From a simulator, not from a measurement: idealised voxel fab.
process module | voxel local oxidation
cross-section cut | 180 nm wide | cells 5 nm
A cross-section is a grid of square cells, given in bands from the top down. A band is one or more rows of cells.
Each band's line starts with the height of the band's top and of its bottom, in nm. Then come its materials from left to right, each with its width in nm. One material with "throughout" fills the band from edge to edge. "air" is empty space.
Height 0 is the level under which the wafer as received is all one material. The lowest band goes on downwards, as in "0 down".
A width such as "30 to 40" changes by the same amount from each row of cells to the next, from the band's top row to its bottom row.
"no change" after a step means that no cell of the cross-section changed.
closed voids: empty space of 8 cells or more with no open way to the top, each as width x height at its distance from the left edge, in nm
after a step's settings: what the simulator itself notes on the step
overlay nm, on a step with a mask: how far to the right of its planned place the mask lay; to the left if negative
plan
1 op RECEIVE | material Si
2 op OXIDIZE | depth nm 5
3 op CONFORMAL_DEP | material SiN | thk nm 15
4 op PATTERN | tone cover | mask id ACTIVE | material resist | width nm 130 | thk nm 20 | overlay nm 0
5 op DIRECTIONAL_ETCH | etch materials SiN | depth nm 15
6 op STRIP | etch materials resist
7 op SELECTIVE_ETCH | etch materials SiO2 | depth nm 5
8 op OXIDIZE | depth nm 15
9 op STRIP | etch materials SiN
as received, after step 1
  0 down: Si throughout
  closed voids: none
a wafer at the end: this start, this plan, one mistake
  0 to -5: SiO2 20 | air 140 | SiO2 20
  -5 to -20: Si 5 | SiO2 170 | Si 5
  -20 down: Si throughout
  closed voids: none
what went wrong: step 4 ran as: op PATTERN | tone open | mask id ACTIVE | material resist | width nm 130 | thk nm 20 | overlay nm 0
